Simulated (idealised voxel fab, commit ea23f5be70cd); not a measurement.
Process module name: voxel wiring stack
Cross-section cut: width 215 nm, square cells of 5 nm.
A cross-section is a grid of square cells, given in bands from the top down. A band is one or more rows of cells.
It is stipulated that each band's entry specify, in nanometres, the height of the top of the band and then that of its bottom, followed by the materials of the band in left-to-right sequence, each together with its width in nanometres. A single material marked by the word "everywhere" is understood to fill the band from edge to edge; the word "empty" is understood to denote empty space.
Heights are reckoned from 0. Under this level, the received wafer is all of one material. The bottommost band is open-ended downward, for example "0 -> down".
The expression "30..40" gives the width at the extremes of the band, the first number at its top row of cells and the second at its bottom row, with the width changing by equal amounts from each row to the next in between.
"no alteration" after a step means that no cell of the cross-section changed.
"Closed-off voids" lists enclosed empty spaces (at least 8 cells, no open path upward to the top), each as width x height at distance from the left edge, in nm.
Whatever follows a step's settings on its line is a remark the simulator itself makes about that step.
The optional step-line setting "overlay nm" applies to steps with a mask and quantifies how far to the right of its planned location the mask lay, a negative value indicating leftward placement.
[Steps in the process plan]
1: op RECEIVE | material Si
2: op CONFORMAL_DEP | material SiO2 | thk nm 15
3: op DIRECTIONAL_DEP | material TiN | thk nm 5
4: op DIRECTIONAL_DEP | material Ru | thk nm 20
5: op DIRECTIONAL_DEP | material aC | thk nm 10
6: op PATTERN | tone cover | mask id METAL_1 | material resist | width nm 25 | pitch nm 50 | thk nm 30 | overlay nm 0
7: op DIRECTIONAL_ETCH | etch materials aC | depth nm 10
8: op STRIP | etch materials resist
9: op DIRECTIONAL_ETCH | etch materials Ru | depth nm 20
10: op DIRECTIONAL_ETCH | etch materials TiN | depth nm 5
11: op STRIP | etch materials aC
12: op FILL_DEP | material SiO2 | thk nm 10
13: op CMP | height nm 40
14: op CONFORMAL_DEP | material SiCN | thk nm 5
15: op DIRECTIONAL_DEP | material SiO2 | thk nm 20
16: op MASKED_ETCH | tone open | mask id PLUG_1 | width nm 15 | pitch nm 50 | etch materials SiO2 | depth nm 20 | overlay nm 0
17: op MASKED_ETCH | tone open | mask id PLUG_1 | width nm 15 | pitch nm 50 | etch materials SiCN | depth nm 5 | overlay nm 0
18: op EPI | material Ru | thk nm 10
19: op EPI | material Ru | thk nm 10
20: op EPI | material Ru | thk nm 5
21: op DIRECTIONAL_DEP | material TiN | thk nm 5
22: op DIRECTIONAL_DEP | material Ru | thk nm 15
23: op DIRECTIONAL_DEP | material aC | thk nm 10
24: op PATTERN | tone cover | mask id METAL_2 | material resist | width nm 25 | pitch nm 50 | thk nm 30 | overlay nm 0
25: op DIRECTIONAL_ETCH | etch materials aC | depth nm 10
26: op STRIP | etch materials resist
27: op DIRECTIONAL_ETCH | etch materials Ru | depth nm 15
28: op DIRECTIONAL_ETCH | etch materials TiN | depth nm 5
29: op STRIP | etch materials aC
30: op FILL_DEP | material SiO2 | thk nm 5
31: op CMP | height nm 85
32: op CONFORMAL_DEP | material SiCN | thk nm 5
33: op DIRECTIONAL_DEP | material lowk | thk nm 10
34: op MASKED_ETCH | tone open | mask id PLUG_2 | width nm 15 | pitch nm 50 | etch materials lowk | depth nm 10 | overlay nm 0
35: op MASKED_ETCH | tone open | mask id PLUG_2 | width nm 15 | pitch nm 50 | etch materials SiCN | depth nm 5 | overlay nm 0
36: op CONFORMAL_DEP | material TiN | thk nm 5
37: op FILL_DEP | material W | thk nm 5
38: op CMP | height nm 100
39: op CONFORMAL_DEP | material SiN | thk nm 5
40: op DIRECTIONAL_DEP | material SiO2 | thk nm 25
41: op PATTERN | tone open | mask id METAL_3 | material resist | width nm 25 | pitch nm 50 | thk nm 20 | overlay nm 0
42: op DIRECTIONAL_ETCH | etch materials SiO2 | depth nm 25
43: op DIRECTIONAL_ETCH | etch materials SiN | depth nm 5
44: op STRIP | etch materials resist
45: op CONFORMAL_DEP | material TiN | thk nm 5
46: op FILL_DEP | material Cu | thk nm 5
47: op CMP | height nm 130
48: op CONFORMAL_DEP | material SiCN | thk nm 5
49: op DIRECTIONAL_DEP | material SiO2 | thk nm 20
50: op MASKED_ETCH | tone open | mask id PLUG_3 | width nm 15 | etch materials SiO2 | depth nm 20 | overlay nm 0
51: op MASKED_ETCH | tone open | mask id PLUG_3 | width nm 15 | etch materials SiCN | depth nm 5 | overlay nm 0
52: op EPI | material Ru | thk nm 10
53: op EPI | material Ru | thk nm 10
54: op EPI | material Ru | thk nm 5
55: op CONFORMAL_DEP | material SiCN | thk nm 5
56: op DIRECTIONAL_DEP | material lowk | thk nm 25
57: op MASKED_ETCH | tone open | mask id METAL_4 | width nm 25 | pitch nm 50 | etch materials lowk | depth nm 25 | overlay nm 0
58: op MASKED_ETCH | tone open | mask id METAL_4 | width nm 25 | pitch nm 50 | etch materials SiCN | depth nm 5 | overlay nm 0
59: op CONFORMAL_DEP | material TiN | thk nm 5
60: op FILL_DEP | material Cu | thk nm 10
61: op CMP | height nm 185
62: op CONFORMAL_DEP | material SiN | thk nm 5
[Wafer cross-section on receipt, i.e. after step 1]
    0 -> down: Si everywhere
    Closed-off voids: none
[Looking at the first of two wafers in cross-section at end of module - ran to plan]
    190 -> 185: SiN everywhere
    185 -> 160: lowk: 70; TiN: 5; Cu: 15; TiN: 5; lowk: 25; TiN: 5; Cu: 15; TiN: 5; lowk: 70
    160 -> 155: SiCN: 70; TiN: 25; SiCN: 25; TiN: 25; SiCN: 70
    155 -> 135: SiO2: 70; Ru: 15; SiO2: 130
    135 -> 130: SiCN: 70; Ru: 15; SiCN: 130
    130 -> 105: SiO2: 70; TiN: 5; Cu: 15; TiN: 5; SiO2: 25; TiN: 5; Cu: 15; TiN: 5; SiO2: 70
    105 -> 100: SiN: 70; TiN: 25; SiN: 25; TiN: 25; SiN: 70
    100 -> 90: lowk: 70; TiN: 5; W: 5; TiN: 5; lowk: 35; TiN: 5; W: 5; TiN: 5; lowk: 80
    90 -> 85: SiCN: 70; TiN: 15; SiCN: 35; TiN: 15; SiCN: 80
    85 -> 70: SiO2: 70; Ru: 25; SiO2: 25; Ru: 25; SiO2: 70
    70 -> 65: SiO2: 70; TiN: 25; SiO2: 25; TiN: 25; SiO2: 70
    65 -> 45: SiO2: 70; Ru: 15; SiO2: 35; Ru: 15; SiO2: 80
    45 -> 40: SiCN: 70; Ru: 15; SiCN: 35; Ru: 15; SiCN: 80
    40 -> 20: SiO2: 70; Ru: 25; SiO2: 25; Ru: 25; SiO2: 70
    20 -> 15: SiO2: 70; TiN: 25; SiO2: 25; TiN: 25; SiO2: 70
    15 -> 0: SiO2 everywhere
    0 -> down: Si everywhere
    Closed-off voids: none
[This is the second of the two wafers, cross-sectioned at the end of the module; it started exactly like the first and was given the same plan, but it was run with one mistake]
    190 -> 185: SiN everywhere
    185 -> 160: lowk: 70; TiN: 5; Cu: 15; TiN: 5; lowk: 25; TiN: 5; Cu: 15; TiN: 5; lowk: 70
    160 -> 155: SiCN: 70; TiN: 25; SiCN: 25; TiN: 25; SiCN: 70
    155 -> 135: SiO2: 70; Ru: 15; SiO2: 130
    135 -> 130: SiCN: 70; Ru: 15; SiCN: 130
    130 -> 105: SiO2: 80; TiN: 5; Cu: 15; TiN: 5; SiO2: 25; TiN: 5; Cu: 15; TiN: 5; SiO2: 60
    105 -> 100: SiN: 80; TiN: 25; SiN: 25; TiN: 25; SiN: 60
    100 -> 90: lowk: 70; TiN: 5; W: 5; TiN: 5; lowk: 35; TiN: 5; W: 5; TiN: 5; lowk: 80
    90 -> 85: SiCN: 70; TiN: 15; SiCN: 35; TiN: 15; SiCN: 80
    85 -> 70: SiO2: 70; Ru: 25; SiO2: 25; Ru: 25; SiO2: 70
    70 -> 65: SiO2: 70; TiN: 25; SiO2: 25; TiN: 25; SiO2: 70
    65 -> 45: SiO2: 70; Ru: 15; SiO2: 35; Ru: 15; SiO2: 80
    45 -> 40: SiCN: 70; Ru: 15; SiCN: 35; Ru: 15; SiCN: 80
    40 -> 20: SiO2: 70; Ru: 25; SiO2: 25; Ru: 25; SiO2: 70
    20 -> 15: SiO2: 70; TiN: 25; SiO2: 25; TiN: 25; SiO2: 70
    15 -> 0: SiO2 everywhere
    0 -> down: Si everywhere
    Closed-off voids: none
What was done differently from what was planned? step 41 ran differently from the plan; actual operation with settings: op PATTERN | tone open | mask id METAL_3 | material resist | width nm 25 | pitch nm 50 | thk nm 20 | overlay nm 10
Both wafers, final: cells per material equal; arrangement not.
